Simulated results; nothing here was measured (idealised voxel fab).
The process module presented herein is designated voxel spacer lines.
It is cross-section cut that appears here, measuring 200 nm in width, its square cells being 5 nm in size.
We lay out every cross-section as a grid of square cells and spell it out in bands from the top down, where one band means one or more rows of cells.
Look at the band entry: it leads with the top's height and the bottom's height in nm. Then it lists the materials left to right, with a width in nm for each. The word "throughout" on a single material says that material fills the band edge to edge. The word "blank" is empty space.
Heights from 0 (as-received wafer is one material below). Bottom band endless downward, as "0 nm and below".
Graded width ("30->40"): value in top row of band = first number; value in bottom row = second number; row-to-row change constant.
Step marked "remains unaltered"? Then no cell in the cross-section changed in it.
This entry, "Unvented cavities", enumerates those empty regions of no fewer than 8 cells that possess no open connection to the top. Each region is reported in the form width x height at distance, the distance being taken from the left edge, with all three quantities expressed in nm.
If you see something after the settings on a step's line, that's the simulator's own remark about that step.
overlay nm: for a step with a mask, the amount by which the mask lay right of where it was planned; a negative amount means left of it.

The following list gives the planned process steps:
1 RECEIVE,material Si
2 CONFORMAL_DEP,material Al2O3,thk nm 10
3 DIRECTIONAL_DEP,material TiN,thk nm 20
4 DIRECTIONAL_DEP,material polySi,thk nm 30
5 PATTERN,tone cover,mask id MANDREL,material resist,width nm 20,pitch nm 60,thk nm 35,overlay nm 0
6 DIRECTIONAL_ETCH,etch materials polySi,depth nm 30
7 STRIP,etch materials resist
8 CONFORMAL_DEP,material SiO2,thk nm 10
9 DIRECTIONAL_ETCH,etch materials SiO2,depth nm 10
10 STRIP,etch materials polySi
11 DIRECTIONAL_ETCH,etch materials TiN,depth nm 20
12 STRIP,etch materials SiO2
13 FILL_DEP,material lowk,thk nm 5
14 CMP,height nm 30

First of two wafers - as planned:

Cross-section of the wafer at receipt, which is the condition after step 1:
  0 nm and below: Si throughout
  Unvented cavities: none

Sectional view: wafer, after step 2:
  10 nm to 0 nm: Al2O3 throughout
  No changes below 0.

Sectional view: wafer, after step 3:
  30 nm to 10 nm: TiN throughout
  No changes below 10.

Sectional view: wafer, after step 4:
  60 nm to 30 nm: polySi throughout
  No changes below 30.

Sectional view: wafer, after step 5:
  95 nm to 60 nm: blank (60) / resist (20) / blank (40) / resist (20) / blank (60)
  No changes below 60.

Sectional view: wafer, after step 6:
  95 nm to 60 nm: blank (60) / resist (20) / blank (40) / resist (20) / blank (60)
  60 nm to 30 nm: blank (60) / polySi (20) / blank (40) / polySi (20) / blank (60)
  No changes below 30.

Sectional view: wafer, after step 7:
  60 nm to 30 nm: blank (60) / polySi (20) / blank (40) / polySi (20) / blank (60)
  No changes below 30.

Sectional view: wafer, after step 8:
  70 nm to 60 nm: blank (50) / SiO2 (40) / blank (20) / SiO2 (40) / blank (50)
  60 nm to 40 nm: blank (50) / SiO2 (10) / polySi (20) / SiO2 (10) / blank (20) / SiO2 (10) / polySi (20) / SiO2 (10) / blank (50)
  40 nm to 30 nm: SiO2 (60) / polySi (20) / SiO2 (40) / polySi (20) / SiO2 (60)
  No changes below 30.

Sectional view: wafer, after step 9:
  60 nm to 30 nm: blank (50) / SiO2 (10) / polySi (20) / SiO2 (10) / blank (20) / SiO2 (10) / polySi (20) / SiO2 (10) / blank (50)
  No changes below 30.

Sectional view: wafer, after step 10:
  60 nm to 30 nm: blank (50) / SiO2 (10) / blank (20) / SiO2 (10) / blank (20) / SiO2 (10) / blank (20) / SiO2 (10) / blank (50)
  No changes below 30.

Sectional view: wafer, after step 11:
  60 nm to 30 nm: blank (50) / SiO2 (10) / blank (20) / SiO2 (10) / blank (20) / SiO2 (10) / blank (20) / SiO2 (10) / blank (50)
  30 nm to 10 nm: blank (50) / TiN (10) / blank (20) / TiN (10) / blank (20) / TiN (10) / blank (20) / TiN (10) / blank (50)
  No changes below 10.

Sectional view: wafer, after step 12:
  30 nm to 10 nm: blank (50) / TiN (10) / blank (20) / TiN (10) / blank (20) / TiN (10) / blank (20) / TiN (10) / blank (50)
  No changes below 10.

Sectional view: wafer, after step 13:
  35 nm to 30 nm: lowk throughout
  30 nm to 10 nm: lowk (50) / TiN (10) / lowk (20) / TiN (10) / lowk (20) / TiN (10) / lowk (20) / TiN (10) / lowk (50)
  No changes below 10.

Sectional view: wafer, after step 14:
  30 nm to 10 nm: lowk (50) / TiN (10) / lowk (20) / TiN (10) / lowk (20) / TiN (10) / lowk (20) / TiN (10) / lowk (50)
  No changes below 10.

Here the second wafer is described. Its start and its plan were those of the first wafer. Its run contained one mistake. Up to and including step 11, it did exactly what the first wafer did:

Second wafer: cross-section at the scheduled end of step 12: remains unaltered

Second wafer: cross-section at the scheduled end of step 13:
  65 nm to 60 nm: lowk throughout
  60 nm to 30 nm: lowk (50) / SiO2 (10) / lowk (20) / SiO2 (10) / lowk (20) / SiO2 (10) / lowk (20) / SiO2 (10) / lowk (50)
  30 nm to 10 nm: lowk (50) / TiN (10) / lowk (20) / TiN (10) / lowk (20) / TiN (10) / lowk (20) / TiN (10) / lowk (50)
  No changes below 10.

Second wafer: cross-section at the scheduled end of step 14:
  30 nm to 10 nm: lowk (50) / TiN (10) / lowk (20) / TiN (10) / lowk (20) / TiN (10) / lowk (20) / TiN (10) / lowk (50)
  No changes below 10.
what went wrong: heads up, step 12 of the plan was skipped and never actually ran
Same final cross-section on the two wafers, so the model's numbers don't move because of the mistake.
